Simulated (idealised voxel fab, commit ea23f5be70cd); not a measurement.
Proc. module: voxel transistor to metal
The cross-section shown here is cut; it is 190 nm wide and divided into square cells measuring 5 nm on a side.
Cross-section format: a grid of square cells, given as bands from top to bottom; each band is one or more rows of cells.
What a band's entry tells you: where the top is and where the bottom is, as heights in nm, and after that what lies inside, material by material from left to right, each with its width in nm. Empty space is written as the word "blank", and a single material marked with the word "edge to edge" occupies the band from edge to edge.
Heights are reckoned from 0. Under this level, the received wafer is all of one material. The bottommost band is open-ended downward, for example "z 0 and below".
You'd read "30..40" like this: the band's top row of cells is as wide as the first number, its bottom row is as wide as the second, and going down, every row changes width by the same amount as the row before did.
"no alterations made" after a step means that no cell of the cross-section changed.
The entry "Cavities, sealed" lists the empty spaces that cover at least 8 cells and have no open path to the top. Each is written as width x height at distance, where the distance is measured from the left edge and all three values are in nm.
Text after the settings on a step's line: the simulator's own remark on that step.
What "overlay nm" on a step's line means: if the step has a mask, that mask lay this far to the right of its planned place, or, when the value is negative, to the left.

**Process steps (planned)**
1 op RECEIVE | material Si
2 op OXIDIZE | depth nm 5
3 op CONFORMAL_DEP | material SiN | thk nm 15
4 op MASKED_ETCH | tone cover | mask id ACTIVE | width nm 100 | etch materials SiN | depth nm 15 | overlay nm 0
5 op MASKED_ETCH | tone cover | mask id ACTIVE | width nm 100 | etch materials SiO2 | depth nm 5 | overlay nm 0
6 op MASKED_ETCH | tone cover | mask id ACTIVE | width nm 100 | etch materials Si | depth nm 30 | overlay nm 0
7 op FILL_DEP | material SiO2 | thk nm 15
8 op CMP | height nm 15
9 op SELECTIVE_ETCH | etch materials SiO2 | depth nm 5
10 op STRIP | etch materials SiN
11 op SELECTIVE_ETCH | etch materials SiO2 | depth nm 5
12 op OXIDIZE | depth nm 5
13 op DIRECTIONAL_DEP | material polySi | thk nm 25
14 op DIRECTIONAL_DEP | material SiCN | thk nm 15
15 op MASKED_ETCH | tone cover | mask id GATE | width nm 20 | etch materials SiCN | depth nm 25 | overlay nm 0
16 op MASKED_ETCH | tone cover | mask id GATE | width nm 20 | etch materials polySi | depth nm 35 | overlay nm 0
17 op CONFORMAL_DEP | material SiN | thk nm 10
18 op DIRECTIONAL_ETCH | etch materials SiN | depth nm 10
19 op DIRECTIONAL_ETCH | etch materials SiO2 | depth nm 5
20 op DIRECTIONAL_ETCH | etch materials Si | depth nm 5
21 op EPI | material nSi | thk nm 5
22 op FILL_DEP | material SiO2 | thk nm 5
23 op CMP | height nm 35
24 op DIRECTIONAL_DEP | material SiO2 | thk nm 15
25 op MASKED_ETCH | tone open | mask id CONTACT | width nm 20 | pitch nm 70 | etch materials SiO2 | depth nm 50 | overlay nm 0
26 op CONFORMAL_DEP | material TiN | thk nm 5
27 op FILL_DEP | material Ru | thk nm 10
28 op CMP | height nm 50
29 op DIRECTIONAL_DEP | material TiN | thk nm 5
30 op DIRECTIONAL_DEP | material Ru | thk nm 15
31 op PATTERN | tone cover | mask id METAL_1 | material resist | width nm 20 | pitch nm 70 | thk nm 20 | overlay nm 0
32 op DIRECTIONAL_ETCH | etch materials Ru | depth nm 15
33 op DIRECTIONAL_ETCH | etch materials TiN | depth nm 5
34 op STRIP | etch materials resist
35 op CONFORMAL_DEP | material SiN | thk nm 5
36 op FILL_DEP | material SiO2 | thk nm 5
37 op CMP | height nm 70
38 op CONFORMAL_DEP | material SiCN | thk nm 5
Every wafer here starts from the same state; it is the step 25 depth nm that distinguishes them, and the value the plan gives belongs to the first wafer.

**The as-received cross-section of the first of several wafers corresponds to the state after step 1**
* z 0 and below: Si edge to edge
* Cavities, sealed: none

**First of several wafers, sectioned at end of module (last step: step 38)**
* z 75 to 70: SiCN edge to edge
* z 70 to 55: SiO2 45, SiN 5, Ru 20, SiN 5, SiO2 40, SiN 5, Ru 20, SiN 5, SiO2 45
* z 55 to 50: SiN 50, TiN 20, SiN 50, TiN 20, SiN 50
* z 50 to 35: SiO2 50, TiN 5, Ru 10, TiN 5, SiO2 50, TiN 5, Ru 10, TiN 5, SiO2 50
* z 35 to 20: SiO2 50, TiN 5, Ru 10, TiN 5, SiO2 5, SiN 10, SiCN 20, SiN 10, SiO2 5, TiN 5, Ru 10, TiN 5, SiO2 50
* z 20 to 5: SiO2 50, TiN 5, Ru 10, TiN 5, SiO2 5, SiN 10, polySi 20, SiN 10, SiO2 5, TiN 5, Ru 10, TiN 5, SiO2 50
* z 5 to 0: SiO2 40, SiN 10, TiN 20, SiO2 5, SiN 10, polySi 20, SiN 10, SiO2 5, TiN 20, SiN 10, SiO2 40
* z 0 to -5: SiO2 40, SiN 10, SiO2 25, SiN 10, polySi 20, SiN 10, SiO2 25, SiN 10, SiO2 40
* z -5 to -10: SiO2 50, nSi 5, SiO2 15, nSi 5, SiO2 40, nSi 5, SiO2 15, nSi 5, SiO2 50
* z -10 to -15: SiO2 45, Si 5, nSi 25, Si 40, nSi 25, Si 5, SiO2 45
* z -15 to -35: SiO2 45, Si 100, SiO2 45
* z -35 and below: Si edge to edge
* Cavities, sealed: none

**Here we cross-sectioned the last of the wafers once the module was done**
* z 75 to 70: SiCN edge to edge
* z 70 to 55: SiO2 45, SiN 5, Ru 20, SiN 5, SiO2 40, SiN 5, Ru 20, SiN 5, SiO2 45
* z 55 to 50: SiN 50, TiN 20, SiN 50, TiN 20, SiN 50
* z 50 to 35: SiO2 50, TiN 5, Ru 10, TiN 5, SiO2 50, TiN 5, Ru 10, TiN 5, SiO2 50
* z 35 to 20: SiO2 50, TiN 5, Ru 10, TiN 5, SiO2 5, SiN 10, SiCN 20, SiN 10, SiO2 5, TiN 5, Ru 10, TiN 5, SiO2 50
* z 20 to 5: SiO2 50, TiN 5, Ru 10, TiN 5, SiO2 5, SiN 10, polySi 20, SiN 10, SiO2 5, TiN 5, Ru 10, TiN 5, SiO2 50
* z 5 to -5: SiO2 40, SiN 10, TiN 5..10, Ru 10..5, TiN 5, SiO2 5, SiN 10, polySi 20, SiN 10, SiO2 5, TiN 5, Ru 10..5, TiN 5..10, SiN 10, SiO2 40
* z -5 to -10: SiO2 50, nSi 5, TiN 15, nSi 5, SiO2 40, nSi 5, TiN 15, nSi 5, SiO2 50
* z -10 to -15: SiO2 45, Si 5, nSi 25, Si 40, nSi 25, Si 5, SiO2 45
* z -15 to -35: SiO2 45, Si 100, SiO2 45
* z -35 and below: Si edge to edge
* Cavities, sealed: none

**Where each wafer stands at the end of the module, a row apiece: cells of each material gained (+) or lost (-) since it was received, then closed voids**
depth nm 50, +60 Ru, -176 Si, +50 SiCN, +82 SiN, +468 SiO2, +52 TiN, +14 nSi, +20 polySi, Cavities, sealed: none
depth nm 55, +64 Ru, -176 Si, +50 SiCN, +82 SiN, +460 SiO2, +56 TiN, +14 nSi, +20 polySi, Cavities, sealed: none
depth nm 60, +66 Ru, -176 Si, +50 SiCN, +82 SiN, +454 SiO2, +60 TiN, +14 nSi, +20 polySi, Cavities, sealed: none
depth nm 65, +66 Ru, -176 Si, +50 SiCN, +82 SiN, +454 SiO2, +60 TiN, +14 nSi, +20 polySi, Cavities, sealed: none
depth nm 70, +66 Ru, -176 Si, +50 SiCN, +82 SiN, +454 SiO2, +60 TiN, +14 nSi, +20 polySi, Cavities, sealed: none
depth nm 75, +66 Ru, -176 Si, +50 SiCN, +82 SiN, +454 SiO2, +60 TiN, +14 nSi, +20 polySi, Cavities, sealed: none
